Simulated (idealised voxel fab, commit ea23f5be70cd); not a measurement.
process module | voxel wiring stack
cross-section cut | 270 nm wide | cells 5 nm
A cross-section is a grid of square cells, given in bands from the top down. A band is one or more rows of cells.
Each band's line starts with the height of the band's top and of its bottom, in nm. Then come its materials from left to right, each with its width in nm. One material with "throughout" fills the band from edge to edge. "air" is empty space.
Height 0 is the level under which the wafer as received is all one material. The lowest band goes on downwards, as in "0 down".
A width such as "30 to 40" changes by the same amount from each row of cells to the next, from the band's top row to its bottom row.
"no change" after a step means that no cell of the cross-section changed.
closed voids: empty space of 8 cells or more with no open way to the top, each as width x height at its distance from the left edge, in nm
after a step's settings: what the simulator itself notes on the step
overlay nm, on a step with a mask: how far to the right of its planned place the mask lay; to the left if negative
Each pair below shows a cross-section before one step and the cross-section after it, down to the lowest band that changed. The line under each pair gives the step between them, with its settings. The pairs can come from different runs of this module on the same starting wafer, so a pair continues from the pair above only where its "before" says so.
before
  150 to 135: aC 80 | air 25 | aC 15 | air 25 | aC 15 | air 25 | aC 85
  135 to 120: SiO2 80 | air 15 | aC 10 | SiO2 15 | aC 25 | SiO2 15 | air 15 | aC 10 | SiO2 85
  120 to 110: SiO2 80 | air 15 | SiO2 65 | air 15 | SiO2 95
  110 to 105: SiCN 80 | air 15 | SiCN 65 | air 15 | SiCN 95
  105 to 90: lowk 80 | TiN 5 | Ru 15 | TiN 5 | lowk 15 | TiN 5 | Ru 15 | TiN 5 | lowk 15 | TiN 5 | Ru 15 | TiN 5 | lowk 85
  90 to 85: lowk 80 | TiN 5 | Ru 5 | TiN 15 | lowk 15 | TiN 5 | Ru 5 | TiN 15 | lowk 15 | TiN 5 | Ru 5 | TiN 15 | lowk 85
  85 to 70: lowk 80 | TiN 5 | Ru 5 | TiN 5 | lowk 25 | TiN 5 | Ru 5 | TiN 5 | lowk 25 | TiN 5 | Ru 5 | TiN 5 | lowk 95
  70 to 65: SiCN 80 | TiN 15 | SiCN 25 | TiN 15 | SiCN 25 | TiN 15 | SiCN 95
  65 to 55: Cu 75 | TiN 5 | SiO2 25 | TiN 5 | Cu 5 | TiN 5 | SiO2 25 | TiN 5 | Cu 5 | TiN 5 | SiO2 25 | TiN 5 | Cu 80
  55 to 50: TiN 80 | SiO2 25 | TiN 15 | SiO2 25 | TiN 15 | SiO2 25 | TiN 85
  50 to 45: SiCN throughout
  45 to 35: SiO2 80 | TiN 5 | W 5 | TiN 5 | SiO2 25 | TiN 5 | W 5 | TiN 5 | SiO2 25 | TiN 5 | W 5 | TiN 5 | SiO2 95
  35 to 30: SiCN 80 | TiN 15 | SiCN 25 | TiN 15 | SiCN 25 | TiN 15 | SiCN 95
  30 to 15: lowk 80 | W 25 | lowk 15 | W 25 | lowk 15 | W 25 | lowk 85
  15 to 10: lowk 80 | TiN 25 | lowk 15 | TiN 25 | lowk 15 | TiN 25 | lowk 85
  10 to 0: SiO2 throughout
  0 down: Si throughout
  closed voids: none
after
  135 to 120: SiO2 80 | air 25 | SiO2 15 | air 25 | SiO2 15 | air 25 | SiO2 85
  below 120: unchanged
  closed voids: none
the step between: op STRIP | etch materials aC
before: the cross-section after the pair above
after
  140 to 135: TiN 85 | air 15 | TiN 25 | air 15 | TiN 25 | air 15 | TiN 90
  135 to 125: SiO2 80 | TiN 5 | air 15 | TiN 5 | SiO2 15 | TiN 5 | air 15 | TiN 5 | SiO2 15 | TiN 5 | air 15 | TiN 5 | SiO2 85
  125 to 120: SiO2 80 | TiN 5 | air 5 | TiN 15 | SiO2 15 | TiN 25 | SiO2 15 | TiN 5 | air 5 | TiN 15 | SiO2 85
  120 to 110: SiO2 80 | TiN 5 | air 5 | TiN 5 | SiO2 65 | TiN 5 | air 5 | TiN 5 | SiO2 95
  110 to 105: SiCN 80 | TiN 15 | SiCN 65 | TiN 15 | SiCN 95
  below 105: unchanged
  closed voids: none
the step between: op CONFORMAL_DEP | material TiN | thk nm 5
before: the cross-section after the pair above
after
  145 to 140: Ru throughout
  140 to 135: TiN 85 | Ru 15 | TiN 25 | Ru 15 | TiN 25 | Ru 15 | TiN 90
  135 to 125: SiO2 80 | TiN 5 | Ru 15 | TiN 5 | SiO2 15 | TiN 5 | Ru 15 | TiN 5 | SiO2 15 | TiN 5 | Ru 15 | TiN 5 | SiO2 85
  125 to 120: SiO2 80 | TiN 5 | Ru 5 | TiN 15 | SiO2 15 | TiN 25 | SiO2 15 | TiN 5 | Ru 5 | TiN 15 | SiO2 85
  120 to 110: SiO2 80 | TiN 5 | Ru 5 | TiN 5 | SiO2 65 | TiN 5 | Ru 5 | TiN 5 | SiO2 95
  below 110: unchanged
  closed voids: none
the step between: op FILL_DEP | material Ru | thk nm 5
before: the cross-section after the pair above
after
  135 to 125: SiO2 80 | TiN 5 | Ru 15 | TiN 5 | SiO2 15 | TiN 5 | Ru 15 | TiN 5 | SiO2 15 | TiN 5 | Ru 15 | TiN 5 | SiO2 85
  below 125: unchanged
  closed voids: none
the step between: op CMP | height nm 135
before: the cross-section after the pair above
after
  140 to 135: SiN throughout
  below 135: unchanged
  closed voids: none
the step between: op CONFORMAL_DEP | material SiN | thk nm 5
